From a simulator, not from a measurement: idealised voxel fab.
process module | voxel trench capacitor
cross-section cut | 290 nm wide | cells 5 nm
A cross-section is a grid of square cells, given in bands from the top down. A band is one or more rows of cells.
Each band's line starts with the height of the band's top and of its bottom, in nm. Then come its materials from left to right, each with its width in nm. One material with "throughout" fills the band from edge to edge. "air" is empty space.
Height 0 is the level under which the wafer as received is all one material. The lowest band goes on downwards, as in "0 down".
A width such as "30 to 40" changes by the same amount from each row of cells to the next, from the band's top row to its bottom row.
"no change" after a step means that no cell of the cross-section changed.
closed voids: empty space of 8 cells or more with no open way to the top, each as width x height at its distance from the left edge, in nm
after a step's settings: what the simulator itself notes on the step
overlay nm, on a step with a mask: how far to the right of its planned place the mask lay; to the left if negative
plan
1 op RECEIVE | material Si
2 op CONFORMAL_DEP | material SiN | thk nm 5
3 op DIRECTIONAL_DEP | material aC | thk nm 10
4 op PATTERN | tone open | mask id TRENCH | material resist | width nm 30 | pitch nm 55 | thk nm 25 | overlay nm 0
5 op DIRECTIONAL_ETCH | etch materials aC | depth nm 10
6 op STRIP | etch materials resist
7 op DIRECTIONAL_ETCH | etch materials SiN | depth nm 5
8 op DIRECTIONAL_ETCH | etch materials Si | depth nm 40
9 op STRIP | etch materials aC
10 op CONFORMAL_DEP | material HfO2 | thk nm 5
11 op CONFORMAL_DEP | material TiN | thk nm 5
12 op FILL_DEP | material W | thk nm 5
13 op CMP | height nm 5
as received, after step 1
  0 down: Si throughout
  closed voids: none
a wafer at the end: this start, this plan, one mistake
  5 to 0: SiN 45 | HfO2 5 | TiN 5 | SiN 10 | TiN 5 | HfO2 5 | SiN 25 | HfO2 5 | TiN 5 | SiN 10 | TiN 5 | HfO2 5 | SiN 25 | HfO2 5 | TiN 5 | SiN 10 | TiN 5 | HfO2 5 | SiN 25 | HfO2 5 | TiN 5 | SiN 10 | TiN 5 | HfO2 5 | SiN 50
  0 to -30: Si 45 | HfO2 5 | TiN 5 | SiN 10 | TiN 5 | HfO2 5 | Si 25 | HfO2 5 | TiN 5 | SiN 10 | TiN 5 | HfO2 5 | Si 25 | HfO2 5 | TiN 5 | SiN 10 | TiN 5 | HfO2 5 | Si 25 | HfO2 5 | TiN 5 | SiN 10 | TiN 5 | HfO2 5 | Si 50
  -30 to -35: Si 45 | HfO2 5 | TiN 20 | HfO2 5 | Si 25 | HfO2 5 | TiN 20 | HfO2 5 | Si 25 | HfO2 5 | TiN 20 | HfO2 5 | Si 25 | HfO2 5 | TiN 20 | HfO2 5 | Si 50
  -35 to -40: Si 45 | HfO2 30 | Si 25 | HfO2 30 | Si 25 | HfO2 30 | Si 25 | HfO2 30 | Si 50
  -40 down: Si throughout
  closed voids: none
what went wrong: step 12 ran as: op FILL_DEP | material SiN | thk nm 5
